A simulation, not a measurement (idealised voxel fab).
The name of this process module is voxel self aligned contacts.
The width of the displayed cross-section, cut, is 290 nm; its cells are square, with a size of 5 nm.
A cross-section is a grid of square cells, given in bands from the top down. A band is one or more rows of cells. Band: top and bottom heights (nm) first, top before bottom; then materials from left to right, widths in nm. "full width" marks a sole material filling the band edge to edge. "blank" denotes empty space. It should be noted that heights are counted from 0, beneath which the wafer as supplied is of one material throughout, and that the lowest band possesses no lower boundary but continues downward, as written in "top 0, no bottom". So if you see something like "30 to 40" for the width, read it as the top row of the band sitting at the first number and the bottom row at the second, with every row in between moving by the same amount as the last. "everything unchanged" (step): cross-section cells unchanged, all of them. For the entry "Completely sealed voids", the listed items are empty spaces with no open way to the top whose size is 8 cells or more; each item follows the pattern width x height at distance, where distance is from the left edge and all three are in nm. after a step's settings: what the simulator itself notes on the step. overlay nm, on a step with a mask: how far to the right of its planned place the mask lay; to the left if negative.
[Set out below are the planned steps of the process]
1 RECEIVE,material Si
2 CONFORMAL_DEP,material SiO2,thk nm 5
3 DIRECTIONAL_DEP,material polySi,thk nm 25
4 DIRECTIONAL_DEP,material SiN,thk nm 20
5 DIRECTIONAL_DEP,material aC,thk nm 10
6 PATTERN,tone cover,mask id GATE,material resist,width nm 35,pitch nm 60,thk nm 25,overlay nm 0
7 DIRECTIONAL_ETCH,etch materials aC,depth nm 10
8 STRIP,etch materials resist
9 DIRECTIONAL_ETCH,etch materials SiN,depth nm 20
10 DIRECTIONAL_ETCH,etch materials polySi,depth nm 25
11 STRIP,etch materials aC
12 CONFORMAL_DEP,material SiN,thk nm 5
13 DIRECTIONAL_ETCH,etch materials SiN,depth nm 5
14 FILL_DEP,material SiO2,thk nm 10
15 CMP,height nm 55
16 MASKED_ETCH,tone open,mask id CONTACT,width nm 35,etch materials SiO2,depth nm 55,overlay nm 0
17 CONFORMAL_DEP,material TiN,thk nm 5
18 FILL_DEP,material W,thk nm 5
19 CMP,height nm 55
20 CONFORMAL_DEP,material SiN,thk nm 5
[As received (post step 1): cross-section]
* top 0, no bottom = Si full width
* Completely sealed voids: none
[Result of the module, cross-sectioned: start per above, plan per above, one error in how it was run]
* top 60, bottom 55 = SiN full width
* top 55, bottom 50 = SiO2 125; TiN 15; W 5; TiN 15; SiO2 130
* top 50, bottom 30 = SiO2 90; SiN 45; TiN 5; W 5; TiN 5; SiN 45; SiO2 95
* top 30, bottom 15 = SiO2 90; SiN 5; polySi 35; SiN 5; TiN 5; W 5; TiN 5; SiN 5; polySi 35; SiN 5; SiO2 95
* top 15, bottom 10 = SiO2 90; SiN 5; polySi 35; SiN 5; TiN 15; SiN 5; polySi 35; SiN 5; SiO2 95
* top 10, bottom 5 = SiN 95; polySi 35; SiN 25; polySi 35; SiN 100
* top 5, bottom 0 = SiO2 full width
* top 0, no bottom = Si full width
* Completely sealed voids: none
Run error: deviation from plan: step 13 and step 12 executed in one another's positions
